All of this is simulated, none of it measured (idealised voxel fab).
A process module follows: voxel trench capacitor.
FYI the section here is cut, 165 nm wide, cells are 5 nm squares.
A cross-section is a grid of square cells, given in bands from the top down. A band is one or more rows of cells.
It is stipulated that each band's entry specify, in nanometres, the height of the top of the band and then that of its bottom, followed by the materials of the band in left-to-right sequence, each together with its width in nanometres. A single material marked by the word "edge to edge" is understood to fill the band from edge to edge; the word "blank" is understood to denote empty space.
Beneath 0, the wafer as received is one material, and that level is where height counting begins. The lowest band goes on downward without a bottom; it is written like "0 down".
The width entry "30->40" should be interpreted row by row: the top row of cells in the band takes the first number, the bottom row takes the second number, and the change between adjacent rows is uniform throughout.
"no change occurred" -> step changed no cross-section cell.
"Completely enclosed voids" contains a list of empty spaces, each no smaller than 8 cells and without an open way to the top, written in the form width x height at distance with the distance from the left edge and all three in nm.
Whatever follows a step's settings on its line is a remark the simulator itself makes about that step.
For masked steps, "overlay nm" on the step line gives how far right of plan the mask actually lay; a minus sign means it lay to the left.

# These are the steps we planned for the process
- 1: RECEIVE [material Si]
- 2: CONFORMAL_DEP [material SiN] [thk nm 10]
- 3: MASKED_ETCH [tone open] [mask id TRENCH] [width nm 30] [pitch nm 60] [etch materials SiN] [depth nm 10] [overlay nm 0]
- 4: MASKED_ETCH [tone open] [mask id TRENCH] [width nm 30] [pitch nm 60] [etch materials Si] [depth nm 35] [overlay nm 0]
- 5: CONFORMAL_DEP [material Al2O3] [thk nm 5]
- 6: CONFORMAL_DEP [material TiN] [thk nm 5]
- 7: FILL_DEP [material W] [thk nm 10]
- 8: CMP [height nm 10]

# Cross-section: wafer on arrival = after step 1
- 0 down: Si edge to edge
- Completely enclosed voids: none

# The cross-section shown corresponds to the wafer at the conclusion of the module. The initial structure and the process plan are those presented above; however, one mistake occurred in executing the plan
- 5 to 0: SiN 35 nm, then Al2O3 5 nm, then TiN 5 nm, then W 10 nm, then TiN 5 nm, then Al2O3 5 nm, then SiN 30 nm, then Al2O3 5 nm, then TiN 5 nm, then W 10 nm, then TiN 5 nm, then Al2O3 5 nm, then SiN 40 nm
- 0 to -25: Si 35 nm, then Al2O3 5 nm, then TiN 5 nm, then W 10 nm, then TiN 5 nm, then Al2O3 5 nm, then Si 30 nm, then Al2O3 5 nm, then TiN 5 nm, then W 10 nm, then TiN 5 nm, then Al2O3 5 nm, then Si 40 nm
- -25 to -30: Si 35 nm, then Al2O3 5 nm, then TiN 20 nm, then Al2O3 5 nm, then Si 30 nm, then Al2O3 5 nm, then TiN 20 nm, then Al2O3 5 nm, then Si 40 nm
- -30 to -35: Si 35 nm, then Al2O3 30 nm, then Si 30 nm, then Al2O3 30 nm, then Si 40 nm
- -35 down: Si edge to edge
- Completely enclosed voids: none
Deviation from plan: step 8 off recipe, ran as CMP [height nm 5]
